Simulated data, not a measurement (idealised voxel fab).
process module | voxel transistor to metal
cross-section cut | 215 nm wide | cells 5 nm
A cross-section is a grid of square cells, given in bands from the top down. A band is one or more rows of cells.
Each band's line starts with the height of the band's top and of its bottom, in nm. Then come its materials from left to right, each with its width in nm. One material with "throughout" fills the band from edge to edge. "air" is empty space.
Height 0 is the level under which the wafer as received is all one material. The lowest band goes on downwards, as in "0 down".
A width such as "30 to 40" changes by the same amount from each row of cells to the next, from the band's top row to its bottom row.
"no change" after a step means that no cell of the cross-section changed.
closed voids: empty space of 8 cells or more with no open way to the top, each as width x height at its distance from the left edge, in nm
after a step's settings: what the simulator itself notes on the step
overlay nm, on a step with a mask: how far to the right of its planned place the mask lay; to the left if negative
plan
1 op RECEIVE | material Si
2 op OXIDIZE | depth nm 5
3 op CONFORMAL_DEP | material SiN | thk nm 15
4 op MASKED_ETCH | tone cover | mask id ACTIVE | width nm 95 | etch materials SiN | depth nm 15 | overlay nm 0
5 op MASKED_ETCH | tone cover | mask id ACTIVE | width nm 95 | etch materials SiO2 | depth nm 5 | overlay nm 0
6 op MASKED_ETCH | tone cover | mask id ACTIVE | width nm 95 | etch materials Si | depth nm 35 | overlay nm 0
7 op OXIDIZE | depth nm 5
8 op FILL_DEP | material SiO2 | thk nm 10
9 op CMP | height nm 15
10 op SELECTIVE_ETCH | etch materials SiO2 | depth nm 5
11 op STRIP | etch materials SiN
12 op SELECTIVE_ETCH | etch materials SiO2 | depth nm 5
13 op OXIDIZE | depth nm 5
14 op DIRECTIONAL_DEP | material polySi | thk nm 30
15 op DIRECTIONAL_DEP | material SiCN | thk nm 15
16 op MASKED_ETCH | tone cover | mask id GATE | width nm 15 | etch materials SiCN | depth nm 25 | overlay nm 0
17 op MASKED_ETCH | tone cover | mask id GATE | width nm 15 | etch materials polySi | depth nm 40 | overlay nm 0
18 op CONFORMAL_DEP | material SiO2 | thk nm 5
19 op DIRECTIONAL_ETCH | etch materials SiO2 | depth nm 5
20 op CONFORMAL_DEP | material SiN | thk nm 5
21 op DIRECTIONAL_ETCH | etch materials SiN | depth nm 5
22 op DIRECTIONAL_ETCH | etch materials SiO2 | depth nm 5
23 op DIRECTIONAL_ETCH | etch materials Si | depth nm 15
24 op EPI | material SiGe | thk nm 20
25 op FILL_DEP | material SiO2 | thk nm 10
26 op CMP | height nm 40
27 op DIRECTIONAL_DEP | material SiO2 | thk nm 15
28 op MASKED_ETCH | tone open | mask id CONTACT | width nm 25 | pitch nm 50 | etch materials SiO2 | depth nm 45 | overlay nm 0
29 op CONFORMAL_DEP | material TiN | thk nm 5
30 op FILL_DEP | material Ru | thk nm 10
31 op CMP | height nm 55
32 op CONFORMAL_DEP | material SiN | thk nm 5
33 op DIRECTIONAL_DEP | material lowk | thk nm 15
34 op PATTERN | tone open | mask id METAL_1 | material resist | width nm 15 | pitch nm 60 | thk nm 20 | overlay nm 0
35 op DIRECTIONAL_ETCH | etch materials lowk | depth nm 15
36 op DIRECTIONAL_ETCH | etch materials SiN | depth nm 5
37 op STRIP | etch materials resist
38 op CONFORMAL_DEP | material TiN | thk nm 5
39 op FILL_DEP | material W | thk nm 5
40 op CMP | height nm 75
41 op EPI | material Ru | thk nm 5
42 op FILL_DEP | material SiCN | thk nm 5
as received, after step 1
  0 down: Si throughout
  closed voids: none
first wafer at the end, as planned
  85 to 80: SiCN throughout
  80 to 75: SiCN 65 | Ru 25 | SiCN 35 | Ru 25 | SiCN 65
  75 to 60: lowk 70 | TiN 5 | W 5 | TiN 5 | lowk 45 | TiN 5 | W 5 | TiN 5 | lowk 70
  60 to 55: SiN 70 | TiN 15 | SiN 45 | TiN 15 | SiN 70
  55 to 45: SiO2 70 | TiN 5 | Ru 15 | TiN 5 | SiO2 25 | TiN 5 | Ru 15 | TiN 5 | SiO2 70
  45 to 40: SiO2 70 | TiN 5 | Ru 10 | TiN 10 | SiO2 25 | TiN 10 | Ru 10 | TiN 5 | SiO2 70
  40 to 25: SiO2 70 | TiN 5 | Ru 10 | TiN 5 | SiN 5 | SiO2 5 | SiCN 15 | SiO2 5 | SiN 5 | TiN 5 | Ru 10 | TiN 5 | SiO2 70
  25 to 15: SiO2 70 | TiN 5 | Ru 10 | TiN 5 | SiN 5 | SiO2 5 | polySi 15 | SiO2 5 | SiN 5 | TiN 5 | Ru 10 | TiN 5 | SiO2 70
  15 to 10: SiO2 70 | TiN 20 | SiN 5 | SiO2 5 | polySi 15 | SiO2 5 | SiN 5 | TiN 20 | SiO2 70
  10 to 5: SiO2 70 | SiGe 20 | SiN 5 | SiO2 5 | polySi 15 | SiO2 5 | SiN 5 | SiGe 20 | SiO2 70
  5 to -5: SiO2 60 | SiN 5 | SiO2 5 | SiGe 20 | SiN 5 | SiO2 5 | polySi 15 | SiO2 5 | SiN 5 | SiGe 20 | SiO2 5 | SiN 5 | SiO2 60
  -5 to -10: SiO2 65 | SiGe 25 | SiO2 35 | SiGe 25 | SiO2 65
  -10 to -25: SiO2 65 | SiGe 25 | Si 35 | SiGe 25 | SiO2 65
  -25 to -45: SiO2 65 | Si 85 | SiO2 65
  -45 down: Si throughout
  closed voids: none
second wafer at the end: like start, like plan, one mistake
  85 to 80: SiCN throughout
  80 to 75: SiCN 65 | Ru 25 | SiCN 35 | Ru 25 | SiCN 65
  75 to 60: lowk 70 | TiN 5 | W 5 | TiN 5 | lowk 45 | TiN 5 | W 5 | TiN 5 | lowk 70
  60 to 55: SiN 70 | TiN 15 | SiN 45 | TiN 15 | SiN 70
  55 to 45: Ru 65 | TiN 5 | SiO2 25 | TiN 5 | Ru 15 | TiN 5 | SiO2 25 | TiN 5 | Ru 65
  45 to 40: Ru 65 | TiN 5 | SiO2 25 | TiN 25 | SiO2 25 | TiN 5 | Ru 65
  40 to 25: Ru 65 | TiN 5 | SiO2 20 | SiN 5 | TiN 5 | SiCN 15 | TiN 5 | SiN 5 | SiO2 20 | TiN 5 | Ru 65
  25 to 15: Ru 65 | TiN 5 | SiO2 20 | SiN 5 | TiN 5 | polySi 15 | TiN 5 | SiN 5 | SiO2 20 | TiN 5 | Ru 65
  15 to 10: TiN 70 | SiO2 20 | SiN 5 | TiN 5 | polySi 15 | TiN 5 | SiN 5 | SiO2 20 | TiN 70
  10 to 5: SiO2 70 | SiGe 20 | SiN 5 | SiO2 5 | polySi 15 | SiO2 5 | SiN 5 | SiGe 20 | SiO2 70
  5 to -5: SiO2 60 | SiN 5 | SiO2 5 | SiGe 20 | SiN 5 | SiO2 5 | polySi 15 | SiO2 5 | SiN 5 | SiGe 20 | SiO2 5 | SiN 5 | SiO2 60
  -5 to -10: SiO2 65 | SiGe 25 | SiO2 35 | SiGe 25 | SiO2 65
  -10 to -25: SiO2 65 | SiGe 25 | Si 35 | SiGe 25 | SiO2 65
  -25 to -45: SiO2 65 | Si 85 | SiO2 65
  -45 down: Si throughout
  closed voids: none
what went wrong: step 28 ran as: op MASKED_ETCH | tone cover | mask id CONTACT | width nm 25 | pitch nm 50 | etch materials SiO2 | depth nm 45 | overlay nm 0
at the end the second wafer has, in cells: 178 more of Ru | 201 fewer of SiO2 | 23 more of TiN
